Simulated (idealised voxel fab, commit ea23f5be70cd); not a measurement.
The name of this process module is voxel transistor to metal.
300 nm wide, 5 nm square cells: that's cross-section cut.
Reading order for cross-sections: top band down to bottom band. Underlying form: a grid of square cells. Band size: one or more rows of cells. Look at the band entry: it leads with the top's height and the bottom's height in nm. Then it lists the materials left to right, with a width in nm for each. The word "all across" on a single material says that material fills the band edge to edge. The word "empty" is empty space. Heights are reckoned from 0. Under this level, the received wafer is all of one material. The bottommost band is open-ended downward, for example "from 0 down". The notation "30 to 40" denotes a width that varies across the rows of cells in the band, beginning at the first number in the top row, finishing at the second number in the bottom row, and changing by an identical amount from each row to the next. No cell of the cross-section changed in a step that is given as "remains unaltered". Basically, "Enclosed internal cavities" tells you about the enclosed voids: empty spaces with no open way to the top, 8 cells or bigger, each written width x height at distance, where distance is from the left edge, all in nm. That trailing text on a step's line, after the settings, is the simulator's own remark on the step. overlay nm: for a step with a mask, the amount by which the mask lay right of where it was planned; a negative amount means left of it.
[Below is the list of planned process steps]
- 1: RECEIVE | material Si
- 2: CONFORMAL_DEP | material SiO2 | thk nm 5
- 3: CONFORMAL_DEP | material SiN | thk nm 15
- 4: MASKED_ETCH | tone cover | mask id ACTIVE | width nm 105 | pitch nm 125 | etch materials SiN | depth nm 15 | overlay nm 0
- 5: MASKED_ETCH | tone cover | mask id ACTIVE | width nm 105 | pitch nm 125 | etch materials SiO2 | depth nm 5 | overlay nm 0
- 6: MASKED_ETCH | tone cover | mask id ACTIVE | width nm 105 | pitch nm 125 | etch materials Si | depth nm 30 | overlay nm 0
- 7: OXIDIZE | depth nm 5
- 8: FILL_DEP | material SiO2 | thk nm 15
- 9: CMP | height nm 20
- 10: SELECTIVE_ETCH | etch materials SiO2 | depth nm 10
- 11: STRIP | etch materials SiN
- 12: SELECTIVE_ETCH | etch materials SiO2 | depth nm 5
- 13: OXIDIZE | depth nm 5
- 14: DIRECTIONAL_DEP | material polySi | thk nm 30
- 15: DIRECTIONAL_DEP | material SiCN | thk nm 15
- 16: DIRECTIONAL_DEP | material aC | thk nm 10
- 17: PATTERN | tone cover | mask id GATE | material resist | width nm 25 | pitch nm 125 | thk nm 25 | overlay nm 0
- 18: DIRECTIONAL_ETCH | etch materials aC | depth nm 10
- 19: STRIP | etch materials resist
- 20: DIRECTIONAL_ETCH | etch materials SiCN | depth nm 25
- 21: DIRECTIONAL_ETCH | etch materials polySi | depth nm 40
- 22: STRIP | etch materials aC
- 23: CONFORMAL_DEP | material SiN | thk nm 5
- 24: DIRECTIONAL_ETCH | etch materials SiN | depth nm 5
- 25: DIRECTIONAL_ETCH | etch materials SiO2 | depth nm 5
- 26: DIRECTIONAL_ETCH | etch materials Si | depth nm 15
- 27: EPI | material pSi | thk nm 20
- 28: FILL_DEP | material SiO2 | thk nm 5
- 29: CMP | height nm 30
- 30: STRIP | etch materials polySi
- 31: SELECTIVE_ETCH | etch materials SiO2 | depth nm 5
- 32: CONFORMAL_DEP | material HfO2 | thk nm 5
- 33: CONFORMAL_DEP | material TiN | thk nm 5
- 34: FILL_DEP | material W | thk nm 5
- 35: CMP | height nm 25
- 36: DIRECTIONAL_DEP | material SiO2 | thk nm 10
- 37: DIRECTIONAL_DEP | material aC | thk nm 10
- 38: PATTERN | tone open | mask id CONTACT | material resist | width nm 20 | thk nm 25 | overlay nm 0
- 39: DIRECTIONAL_ETCH | etch materials aC | depth nm 10
- 40: STRIP | etch materials resist
- 41: DIRECTIONAL_ETCH | etch materials SiO2 | depth nm 35
- 42: STRIP | etch materials aC
- 43: CONFORMAL_DEP | material TiN | thk nm 5
- 44: FILL_DEP | material Ru | thk nm 10
- 45: CMP | height nm 35
- 46: DIRECTIONAL_DEP | material TiN | thk nm 5
- 47: DIRECTIONAL_DEP | material Ru | thk nm 15
- 48: MASKED_ETCH | tone cover | mask id METAL_1 | width nm 20 | etch materials Ru | depth nm 15 | overlay nm 0
- 49: MASKED_ETCH | tone cover | mask id METAL_1 | width nm 20 | etch materials TiN | depth nm 5 | overlay nm 0
- 50: CONFORMAL_DEP | material SiN | thk nm 5
- 51: FILL_DEP | material SiO2 | thk nm 10
- 52: CMP | height nm 55
- 53: CONFORMAL_DEP | material SiCN | thk nm 5
- 54: DIRECTIONAL_DEP | material lowk | thk nm 30
- 55: DIRECTIONAL_DEP | material aC | thk nm 10
- 56: PATTERN | tone open | mask id METAL_2_HOLES | material resist | width nm 15 | pitch nm 125 | thk nm 30 | overlay nm 0
- 57: DIRECTIONAL_ETCH | etch materials aC | depth nm 10
- 58: STRIP | etch materials resist
- 59: DIRECTIONAL_ETCH | etch materials lowk | depth nm 30
- 60: STRIP | etch materials aC
- 61: PATTERN | tone open | mask id METAL_2 | material resist | width nm 20 | pitch nm 125 | thk nm 20 | overlay nm -15
- 62: DIRECTIONAL_ETCH | etch materials lowk | depth nm 15
- 63: DIRECTIONAL_ETCH | etch materials SiCN | depth nm 5
- 64: STRIP | etch materials resist
- 65: CONFORMAL_DEP | material TiN | thk nm 5
- 66: FILL_DEP | material Cu | thk nm 10
- 67: CMP | height nm 90
- 68: CONFORMAL_DEP | material SiCN | thk nm 5
The wafers in this document start out alike and differ in the overlay nm applied at step 61; the plan shows the value used for the first wafer.
[Received condition of the first of several wafers, sectioned: post-step 1]
* from 0 down: Si all across
* Enclosed internal cavities: none
[Here is the cross-section of the first of several wafers at the end of the module, after its last step, step 68]
* from 95 to 90: SiCN all across
* from 90 to 80: 25 nm lowk; 5 nm TiN; 20 nm Cu; 5 nm TiN; 95 nm lowk; 5 nm TiN; 20 nm Cu; 5 nm TiN; 120 nm lowk
* from 80 to 75: 25 nm lowk; 20 nm TiN; 5 nm Cu; 5 nm TiN; 95 nm lowk; 20 nm TiN; 5 nm Cu; 5 nm TiN; 120 nm lowk
* from 75 to 65: 40 nm lowk; 5 nm TiN; 5 nm Cu; 5 nm TiN; 110 nm lowk; 5 nm TiN; 5 nm Cu; 5 nm TiN; 120 nm lowk
* from 65 to 60: 40 nm lowk; 15 nm TiN; 110 nm lowk; 15 nm TiN; 120 nm lowk
* from 60 to 55: 40 nm SiCN; 5 nm TiN; 120 nm SiCN; 5 nm TiN; 130 nm SiCN
* from 55 to 40: 35 nm SiO2; 5 nm SiN; 20 nm Ru; 5 nm SiN; 45 nm SiO2; 5 nm SiN; 20 nm Ru; 5 nm SiN; 20 nm SiO2; 5 nm SiN; 20 nm Ru; 5 nm SiN; 45 nm SiO2; 5 nm SiN; 20 nm Ru; 5 nm SiN; 35 nm SiO2
* from 40 to 35: 40 nm SiN; 20 nm TiN; 55 nm SiN; 20 nm TiN; 30 nm SiN; 20 nm TiN; 55 nm SiN; 20 nm TiN; 40 nm SiN
* from 35 to 25: 40 nm SiO2; 5 nm TiN; 10 nm Ru; 5 nm TiN; 55 nm SiO2; 5 nm TiN; 10 nm Ru; 5 nm TiN; 30 nm SiO2; 5 nm TiN; 10 nm Ru; 5 nm TiN; 55 nm SiO2; 5 nm TiN; 10 nm Ru; 5 nm TiN; 40 nm SiO2
* from 25 to 20: 40 nm SiO2; 5 nm TiN; 10 nm Ru; 5 nm TiN; 10 nm SiO2; 5 nm SiN; 5 nm HfO2; 5 nm TiN; 5 nm W; 5 nm TiN; 5 nm HfO2; 5 nm SiN; 10 nm SiO2; 5 nm TiN; 10 nm Ru; 5 nm TiN; 30 nm SiO2; 5 nm TiN; 10 nm Ru; 5 nm TiN; 10 nm SiO2; 5 nm SiN; 5 nm HfO2; 5 nm TiN; 5 nm W; 5 nm TiN; 5 nm HfO2; 5 nm SiN; 10 nm SiO2; 5 nm TiN; 10 nm Ru; 5 nm TiN; 40 nm SiO2
* from 20 to 15: 40 nm SiO2; 20 nm TiN; 10 nm SiO2; 5 nm SiN; 5 nm HfO2; 5 nm TiN; 5 nm W; 5 nm TiN; 5 nm HfO2; 5 nm SiN; 10 nm SiO2; 20 nm TiN; 30 nm SiO2; 20 nm TiN; 10 nm SiO2; 5 nm SiN; 5 nm HfO2; 5 nm TiN; 5 nm W; 5 nm TiN; 5 nm HfO2; 5 nm SiN; 10 nm SiO2; 20 nm TiN; 40 nm SiO2
* from 15 to 5: 40 nm SiO2; 10 nm TiN; 20 nm pSi; 5 nm SiN; 5 nm HfO2; 5 nm TiN; 5 nm W; 5 nm TiN; 5 nm HfO2; 5 nm SiN; 20 nm pSi; 10 nm TiN; 30 nm SiO2; 10 nm TiN; 20 nm pSi; 5 nm SiN; 5 nm HfO2; 5 nm TiN; 5 nm W; 5 nm TiN; 5 nm HfO2; 5 nm SiN; 20 nm pSi; 10 nm TiN; 40 nm SiO2
* from 5 to 0: 30 nm SiO2; 5 nm SiN; 5 nm SiO2; 10 nm TiN; 20 nm pSi; 5 nm SiN; 5 nm HfO2; 15 nm TiN; 5 nm HfO2; 5 nm SiN; 20 nm pSi; 10 nm TiN; 5 nm SiO2; 5 nm SiN; 10 nm SiO2; 5 nm SiN; 5 nm SiO2; 10 nm TiN; 20 nm pSi; 5 nm SiN; 5 nm HfO2; 15 nm TiN; 5 nm HfO2; 5 nm SiN; 20 nm pSi; 10 nm TiN; 5 nm SiO2; 5 nm SiN; 30 nm SiO2
* from 0 to -5: 35 nm SiO2; 35 nm pSi; 35 nm HfO2; 35 nm pSi; 20 nm SiO2; 35 nm pSi; 35 nm HfO2; 35 nm pSi; 35 nm SiO2
* from -5 to -20: 40 nm SiO2; 30 nm pSi; 35 nm Si; 30 nm pSi; 30 nm SiO2; 30 nm pSi; 35 nm Si; 30 nm pSi; 40 nm SiO2
* from -20 to -35: 40 nm SiO2; 95 nm Si; 30 nm SiO2; 95 nm Si; 40 nm SiO2
* from -35 down: Si all across
* Enclosed internal cavities: none
[Cross-section, module end, final of several wafers]
* from 95 to 90: SiCN all across
* from 90 to 80: 40 nm lowk; 5 nm TiN; 25 nm Cu; 5 nm TiN; 90 nm lowk; 5 nm TiN; 25 nm Cu; 5 nm TiN; 100 nm lowk
* from 80 to 75: 40 nm lowk; 5 nm TiN; 5 nm Cu; 25 nm TiN; 90 nm lowk; 5 nm TiN; 5 nm Cu; 25 nm TiN; 100 nm lowk
* from 75 to 65: 40 nm lowk; 5 nm TiN; 5 nm Cu; 5 nm TiN; 110 nm lowk; 5 nm TiN; 5 nm Cu; 5 nm TiN; 120 nm lowk
* from 65 to 60: 40 nm lowk; 15 nm TiN; 110 nm lowk; 15 nm TiN; 120 nm lowk
* from 60 to 55: SiCN all across
* from 55 to 40: 35 nm SiO2; 5 nm SiN; 20 nm Ru; 5 nm SiN; 45 nm SiO2; 5 nm SiN; 20 nm Ru; 5 nm SiN; 20 nm SiO2; 5 nm SiN; 20 nm Ru; 5 nm SiN; 45 nm SiO2; 5 nm SiN; 20 nm Ru; 5 nm SiN; 35 nm SiO2
* from 40 to 35: 40 nm SiN; 20 nm TiN; 55 nm SiN; 20 nm TiN; 30 nm SiN; 20 nm TiN; 55 nm SiN; 20 nm TiN; 40 nm SiN
* from 35 to 25: 40 nm SiO2; 5 nm TiN; 10 nm Ru; 5 nm TiN; 55 nm SiO2; 5 nm TiN; 10 nm Ru; 5 nm TiN; 30 nm SiO2; 5 nm TiN; 10 nm Ru; 5 nm TiN; 55 nm SiO2; 5 nm TiN; 10 nm Ru; 5 nm TiN; 40 nm SiO2
* from 25 to 20: 40 nm SiO2; 5 nm TiN; 10 nm Ru; 5 nm TiN; 10 nm SiO2; 5 nm SiN; 5 nm HfO2; 5 nm TiN; 5 nm W; 5 nm TiN; 5 nm HfO2; 5 nm SiN; 10 nm SiO2; 5 nm TiN; 10 nm Ru; 5 nm TiN; 30 nm SiO2; 5 nm TiN; 10 nm Ru; 5 nm TiN; 10 nm SiO2; 5 nm SiN; 5 nm HfO2; 5 nm TiN; 5 nm W; 5 nm TiN; 5 nm HfO2; 5 nm SiN; 10 nm SiO2; 5 nm TiN; 10 nm Ru; 5 nm TiN; 40 nm SiO2
* from 20 to 15: 40 nm SiO2; 20 nm TiN; 10 nm SiO2; 5 nm SiN; 5 nm HfO2; 5 nm TiN; 5 nm W; 5 nm TiN; 5 nm HfO2; 5 nm SiN; 10 nm SiO2; 20 nm TiN; 30 nm SiO2; 20 nm TiN; 10 nm SiO2; 5 nm SiN; 5 nm HfO2; 5 nm TiN; 5 nm W; 5 nm TiN; 5 nm HfO2; 5 nm SiN; 10 nm SiO2; 20 nm TiN; 40 nm SiO2
* from 15 to 5: 40 nm SiO2; 10 nm TiN; 20 nm pSi; 5 nm SiN; 5 nm HfO2; 5 nm TiN; 5 nm W; 5 nm TiN; 5 nm HfO2; 5 nm SiN; 20 nm pSi; 10 nm TiN; 30 nm SiO2; 10 nm TiN; 20 nm pSi; 5 nm SiN; 5 nm HfO2; 5 nm TiN; 5 nm W; 5 nm TiN; 5 nm HfO2; 5 nm SiN; 20 nm pSi; 10 nm TiN; 40 nm SiO2
* from 5 to 0: 30 nm SiO2; 5 nm SiN; 5 nm SiO2; 10 nm TiN; 20 nm pSi; 5 nm SiN; 5 nm HfO2; 15 nm TiN; 5 nm HfO2; 5 nm SiN; 20 nm pSi; 10 nm TiN; 5 nm SiO2; 5 nm SiN; 10 nm SiO2; 5 nm SiN; 5 nm SiO2; 10 nm TiN; 20 nm pSi; 5 nm SiN; 5 nm HfO2; 15 nm TiN; 5 nm HfO2; 5 nm SiN; 20 nm pSi; 10 nm TiN; 5 nm SiO2; 5 nm SiN; 30 nm SiO2
* from 0 to -5: 35 nm SiO2; 35 nm pSi; 35 nm HfO2; 35 nm pSi; 20 nm SiO2; 35 nm pSi; 35 nm HfO2; 35 nm pSi; 35 nm SiO2
* from -5 to -20: 40 nm SiO2; 30 nm pSi; 35 nm Si; 30 nm pSi; 30 nm SiO2; 30 nm pSi; 35 nm Si; 30 nm pSi; 40 nm SiO2
* from -20 to -35: 40 nm SiO2; 95 nm Si; 30 nm SiO2; 95 nm Si; 40 nm SiO2
* from -35 down: Si all across
* Enclosed internal cavities: none
[The rows of the table below are wafers. Looking at the end of the module, a row counts, for every material, the cells the wafer has gained, shown as (+), or lost, shown as (-), since it was received; its closed voids come next]
overlay nm -15, +22 Cu, +34 HfO2, +72 Ru, -264 Si, +118 SiCN, +92 SiN, +468 SiO2, +136 TiN, +8 W, +306 lowk, +148 pSi, Enclosed internal cavities: none
overlay nm -10, +18 Cu, +34 HfO2, +72 Ru, -264 Si, +116 SiCN, +92 SiN, +468 SiO2, +136 TiN, +8 W, +312 lowk, +148 pSi, Enclosed internal cavities: none
overlay nm -5, +16 Cu, +34 HfO2, +72 Ru, -264 Si, +114 SiCN, +92 SiN, +468 SiO2, +134 TiN, +8 W, +318 lowk, +148 pSi, Enclosed internal cavities: none
overlay nm 0, +16 Cu, +34 HfO2, +72 Ru, -264 Si, +114 SiCN, +92 SiN, +468 SiO2, +134 TiN, +8 W, +318 lowk, +148 pSi, Enclosed internal cavities: none
overlay nm 5, +18 Cu, +34 HfO2, +72 Ru, -264 Si, +116 SiCN, +92 SiN, +468 SiO2, +136 TiN, +8 W, +312 lowk, +148 pSi, Enclosed internal cavities: none
overlay nm 10, +22 Cu, +34 HfO2, +72 Ru, -264 Si, +118 SiCN, +92 SiN, +468 SiO2, +136 TiN, +8 W, +306 lowk, +148 pSi, Enclosed internal cavities: none
overlay nm 15, +26 Cu, +34 HfO2, +72 Ru, -264 Si, +120 SiCN, +92 SiN, +468 SiO2, +136 TiN, +8 W, +300 lowk, +148 pSi, Enclosed internal cavities: none
